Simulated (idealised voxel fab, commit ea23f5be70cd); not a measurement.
The process module that follows is named voxel released beams.
The figure presents cross-section cut, which has a width of 225 nm and is divided into square cells with an edge length of 5 nm.
In this document a cross-section is written as a grid of square cells. It is given as a series of bands, listed from the top down, and a band is one or more rows of cells. A band entry consists of two parts. The first gives the height of the band's top and the height of its bottom, in nm. The rest lists the band's materials from left to right, each with its width in nm. A single material labelled with the word "all across" fills the band from edge to edge, and the word "blank" marks empty space. Height is counted from the level 0, under which the received wafer is composed throughout of one material. The lowest of the bands is not closed at the bottom but continues downward, in the notation "0 nm and below". Quick explanation for "30->40": the width changes in equal steps down the rows of cells, from the first number in the band's top row to the second number in its bottom row. Where a step carries "nothing got changed", the cross-section came out of it unchanged, cell for cell. In "Voids, sealed" the enclosed voids are listed, meaning empty spaces of 8 cells or larger without any opening to the top. The form is width x height at distance, distance from the left edge, units nm. Anything after a step's settings on that line? It's the simulator's own note about the step. Regarding "overlay nm": on a step with a mask, it is the distance the mask lay to the right of its planned place; a negative value places it to the left.

-- This section lists the process steps that were planned
1) RECEIVE | material Si
2) CONFORMAL_DEP | material Al2O3 | thk nm 10
3) DIRECTIONAL_DEP | material SiO2 | thk nm 15
4) MASKED_ETCH | tone open | mask id ANCHOR | width nm 45 | etch materials SiO2 | depth nm 15 | overlay nm 0
5) CONFORMAL_DEP | material polySi | thk nm 15
6) MASKED_ETCH | tone cover | mask id BEAM | width nm 100 | etch materials polySi | depth nm 15 | overlay nm 0
7) STRIP | etch materials SiO2

-- Delivered wafer in cross-section: state after step 1
  0 nm and below | Si all across
  Voids, sealed: none

-- a wafer at the end: this start, this plan, one mistake
  40 nm to 25 nm | 60 nm blank, 100 nm polySi, 65 nm blank
  25 nm to 15 nm | Al2O3 all across
  15 nm to 0 nm | SiO2 all across
  0 nm and below | Si all across
  Voids, sealed: none
Deviation noted in wafer processing: steps 2 and 3 were swapped
